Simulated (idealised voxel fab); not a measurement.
The process module that follows is named voxel plated lines.
Each square cell in cross-section cut measures 5 nm, and the section as a whole is 215 nm wide.
Throughout this document, each cross-section is represented as a grid of square cells and is presented as a sequence of bands enumerated from the top downward, where a band comprises one or more rows of cells.
Band: top height; bottom height; in nm. Then, left to right: material with width in nm, for each material. "full width": a single material spanning edge to edge. "blank": empty space.
Below 0: as-received wafer, all one material; heights counted from there. Lowest band: no bottom, goes on down, written "0 -> down".
With a width like "30->40", each row of cells in the band differs from the next by the same amount, the top row carrying the first number and the bottom row the second.
A step reported as "everything unchanged" is a step in which no cell of the cross-section changed.
In the "Voids, sealed" entry, you get each enclosed empty space of 8 cells or more, one with no open way to the top, written width x height at distance, distance from the left edge, in nm.
On each step's line, the part that comes after the settings is the simulator's own comment on the step.
A step's line can hold "overlay nm"; with a mask on that step, the setting says how far right of the planned place the mask lay, while a negative setting says it lay to the left.

## Planned process steps
1 RECEIVE with material Si
2 CONFORMAL_DEP with material SiN, thk nm 15
3 DIRECTIONAL_DEP with material TiN, thk nm 5
4 PATTERN with tone open, mask id LINES, material resist, width nm 15, pitch nm 55, thk nm 30, overlay nm 0
5 EPI with material Ru, thk nm 5
6 EPI with material Ru, thk nm 5
7 STRIP with etch materials resist
8 DIRECTIONAL_ETCH with etch materials TiN, depth nm 5
9 CONFORMAL_DEP with material SiO2, thk nm 5
Quick note for whoever runs this: the wafers start identical, but the width nm at step 4 isn't the same across them. The plan just shows what the first wafer had.

## Received wafers, first of several: cross-section after step 1
> 0 -> down  Si full width
> Voids, sealed: none

## Cross-section of the first of several wafers once the module has run through its last step, step 9
> 35 -> 30  blank 40 nm, then SiO2 25 nm, then blank 30 nm, then SiO2 25 nm, then blank 30 nm, then SiO2 25 nm, then blank 40 nm
> 30 -> 20  blank 40 nm, then SiO2 5 nm, then Ru 15 nm, then SiO2 5 nm, then blank 30 nm, then SiO2 5 nm, then Ru 15 nm, then SiO2 5 nm, then blank 30 nm, then SiO2 5 nm, then Ru 15 nm, then SiO2 5 nm, then blank 40 nm
> 20 -> 15  SiO2 45 nm, then TiN 15 nm, then SiO2 40 nm, then TiN 15 nm, then SiO2 40 nm, then TiN 15 nm, then SiO2 45 nm
> 15 -> 0  SiN full width
> 0 -> down  Si full width
> Voids, sealed: none

## Cross-section of the last wafer at end of module
> 35 -> 30  blank 30 nm, then SiO2 50 nm, then blank 5 nm, then SiO2 50 nm, then blank 5 nm, then SiO2 50 nm, then blank 25 nm
> 30 -> 20  blank 30 nm, then SiO2 5 nm, then Ru 40 nm, then SiO2 5 nm, then blank 5 nm, then SiO2 5 nm, then Ru 40 nm, then SiO2 5 nm, then blank 5 nm, then SiO2 5 nm, then Ru 40 nm, then SiO2 5 nm, then blank 25 nm
> 20 -> 15  SiO2 35 nm, then TiN 40 nm, then SiO2 15 nm, then TiN 40 nm, then SiO2 15 nm, then TiN 40 nm, then SiO2 30 nm
> 15 -> 0  SiN full width
> 0 -> down  Si full width
> Voids, sealed: none

## Per-wafer rows below. For each material: cells gained (+) or lost (-) since the wafer was received, as of end of module. Then: closed voids
width nm 15 | +18 Ru | +129 SiN | +61 SiO2 | +9 TiN | Voids, sealed: none
width nm 20 | +24 Ru | +129 SiN | +61 SiO2 | +12 TiN | Voids, sealed: none
width nm 25 | +30 Ru | +129 SiN | +61 SiO2 | +15 TiN | Voids, sealed: none
width nm 30 | +36 Ru | +129 SiN | +61 SiO2 | +18 TiN | Voids, sealed: none
width nm 35 | +42 Ru | +129 SiN | +61 SiO2 | +21 TiN | Voids, sealed: none
width nm 40 | +48 Ru | +129 SiN | +61 SiO2 | +24 TiN | Voids, sealed: none
